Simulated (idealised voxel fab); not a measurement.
The following is a process module called voxel quadruple lines.
Shown is cross-section cut, with a width of 230 nm and square cells of size 5 nm.
Notation: cross-section as square-cell grid; stated in bands, top first, going down; one or more cell rows per band. For a band, the entry starts with two heights in nm, that of the top and then that of the bottom, and carries on with the band's materials in order from left to right, each alongside its width in nm; the word "everywhere" beside a single material means it fills the band edge to edge, and "empty" means empty space. We count height from 0. Below that, the starting wafer is all one material. The lowest band never ends at the bottom but goes on down; see "from 0 down" for how that is written. Width: "30 to 40" (first number = top row, second number = bottom row, same change from row to row of cells). When a step is marked "nothing got changed", none of the cells in the cross-section changed during that step. In the "Voids, fully enclosed" entry, you get each enclosed empty space of 8 cells or more, one with no open way to the top, written width x height at distance, distance from the left edge, in nm. Where a step's line continues beyond its settings, the continuation is a remark by the simulator itself on that step. What "overlay nm" on a step's line means: if the step has a mask, that mask lay this far to the right of its planned place, or, when the value is negative, to the left.

These are the steps we planned for the process
1: RECEIVE [material Si]
2: CONFORMAL_DEP [material Al2O3] [thk nm 5]
3: DIRECTIONAL_DEP [material W] [thk nm 10]
4: DIRECTIONAL_DEP [material polySi] [thk nm 15]
5: DIRECTIONAL_DEP [material aC] [thk nm 25]
6: PATTERN [tone cover] [mask id MANDREL] [material resist] [width nm 25] [pitch nm 80] [thk nm 35] [overlay nm 0]
7: DIRECTIONAL_ETCH [etch materials aC] [depth nm 25]
8: STRIP [etch materials resist]
9: CONFORMAL_DEP [material SiO2] [thk nm 15]
10: DIRECTIONAL_ETCH [etch materials SiO2] [depth nm 15]
11: STRIP [etch materials aC]
12: DIRECTIONAL_ETCH [etch materials polySi] [depth nm 15]
13: STRIP [etch materials SiO2]
14: CONFORMAL_DEP [material SiN] [thk nm 5]
15: DIRECTIONAL_ETCH [etch materials SiN] [depth nm 5]
16: STRIP [etch materials polySi]
17: DIRECTIONAL_ETCH [etch materials W] [depth nm 10]
18: STRIP [etch materials SiN]
19: FILL_DEP [material lowk] [thk nm 5]
20: CMP [height nm 15]

Delivered wafer in cross-section: state after step 1
from 0 down | Si everywhere
Voids, fully enclosed: none

Wafer at module end, in section. Began as above, planned as above, run with one mistake
from 15 to 5 | polySi everywhere
from 5 to 0 | Al2O3 everywhere
from 0 down | Si everywhere
Voids, fully enclosed: none
What went wrong in running the wafer? steps 3 and 4 of the plan were each performed in the slot designated for the other
